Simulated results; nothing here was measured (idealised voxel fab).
process module | voxel wiring stack
cross-section cut | 160 nm wide | cells 5 nm
A cross-section is a grid of square cells, given in bands from the top down. A band is one or more rows of cells.
Each band's line starts with the height of the band's top and of its bottom, in nm. Then come its materials from left to right, each with its width in nm. One material with "throughout" fills the band from edge to edge. "air" is empty space.
Height 0 is the level under which the wafer as received is all one material. The lowest band goes on downwards, as in "0 down".
A width such as "30 to 40" changes by the same amount from each row of cells to the next, from the band's top row to its bottom row.
"no change" after a step means that no cell of the cross-section changed.
closed voids: empty space of 8 cells or more with no open way to the top, each as width x height at its distance from the left edge, in nm
after a step's settings: what the simulator itself notes on the step
overlay nm, on a step with a mask: how far to the right of its planned place the mask lay; to the left if negative
plan
1 op RECEIVE | material Si
2 op CONFORMAL_DEP | material SiO2 | thk nm 15
3 op CONFORMAL_DEP | material SiCN | thk nm 5
4 op DIRECTIONAL_DEP | material SiO2 | thk nm 15
5 op PATTERN | tone open | mask id METAL_1 | material resist | width nm 20 | pitch nm 35 | thk nm 15 | overlay nm 0
6 op DIRECTIONAL_ETCH | etch materials SiO2 | depth nm 15
7 op DIRECTIONAL_ETCH | etch materials SiCN | depth nm 5
8 op STRIP | etch materials resist
9 op CONFORMAL_DEP | material TiN | thk nm 5
10 op FILL_DEP | material Ru | thk nm 5
11 op CMP | height nm 35
12 op EPI | material Ru | thk nm 5
13 op FILL_DEP | material SiCN | thk nm 5
14 op DIRECTIONAL_DEP | material lowk | thk nm 30
15 op DIRECTIONAL_DEP | material aC | thk nm 15
16 op PATTERN | tone open | mask id METAL_2_HOLES | material resist | width nm 15 | pitch nm 35 | thk nm 30 | overlay nm 0
17 op DIRECTIONAL_ETCH | etch materials aC | depth nm 15
18 op STRIP | etch materials resist
19 op DIRECTIONAL_ETCH | etch materials lowk | depth nm 30
20 op STRIP | etch materials aC
21 op MASKED_ETCH | tone open | mask id METAL_2 | width nm 20 | pitch nm 35 | etch materials lowk | depth nm 20 | overlay nm 0
22 op MASKED_ETCH | tone open | mask id METAL_2 | width nm 20 | pitch nm 35 | etch materials SiCN | depth nm 5 | overlay nm 0
23 op CONFORMAL_DEP | material TiN | thk nm 5
24 op FILL_DEP | material Cu | thk nm 10
25 op CMP | height nm 75
26 op CONFORMAL_DEP | material SiN | thk nm 5
as received, after step 1
  0 down: Si throughout
  closed voids: none
first wafer at the end, as planned
  80 to 75: SiN throughout
  75 to 60: lowk 50 | TiN 5 | Cu 10 | TiN 5 | lowk 15 | TiN 5 | Cu 10 | TiN 5 | lowk 55
  60 to 55: lowk 50 | TiN 5 | Cu 5 | TiN 10 | lowk 15 | TiN 5 | Cu 5 | TiN 10 | lowk 55
  55 to 45: lowk 50 | TiN 5 | Cu 5 | TiN 5 | lowk 20 | TiN 5 | Cu 5 | TiN 5 | lowk 60
  45 to 40: SiCN 50 | TiN 15 | SiCN 20 | TiN 15 | SiCN 60
  40 to 35: SiCN 45 | Ru 30 | SiCN 5 | Ru 30 | SiCN 50
  35 to 20: SiO2 50 | TiN 5 | Ru 10 | TiN 5 | SiO2 15 | TiN 5 | Ru 10 | TiN 5 | SiO2 55
  20 to 15: SiCN 50 | TiN 20 | SiCN 15 | TiN 20 | SiCN 55
  15 to 0: SiO2 throughout
  0 down: Si throughout
  closed voids: none
second wafer at the end: like start, like plan, one mistake
  80 to 75: SiN throughout
  75 to 70: Cu 40 | TiN 15 | Cu 10 | TiN 25 | Cu 10 | TiN 15 | Cu 45
  70 to 65: TiN 45 | lowk 5 | TiN 5 | Cu 10 | TiN 5 | lowk 5 | TiN 5 | lowk 5 | TiN 5 | Cu 10 | TiN 5 | lowk 5 | TiN 50
  65 to 55: lowk 50 | TiN 5 | Cu 10 | TiN 5 | lowk 15 | TiN 5 | Cu 10 | TiN 5 | lowk 55
  55 to 45: lowk 50 | TiN 5 | Cu 5 | TiN 10 to 5 | lowk 15 to 20 | TiN 5 | Cu 5 | TiN 10 to 5 | lowk 55 to 60
  45 to 40: lowk 50 | TiN 15 | lowk 20 | TiN 15 | lowk 60
  40 to 35: lowk 45 | Ru 30 | lowk 5 | Ru 30 | lowk 50
  35 to 20: SiO2 50 | TiN 5 | Ru 10 | TiN 5 | SiO2 15 | TiN 5 | Ru 10 | TiN 5 | SiO2 55
  20 to 15: SiCN 50 | TiN 20 | SiCN 15 | TiN 20 | SiCN 55
  15 to 0: SiO2 throughout
  0 down: Si throughout
  closed voids: none
what went wrong: step 13 was left out
at the end the second wafer has, in cells: 19 more of Cu | 46 fewer of SiCN | 27 more of TiN
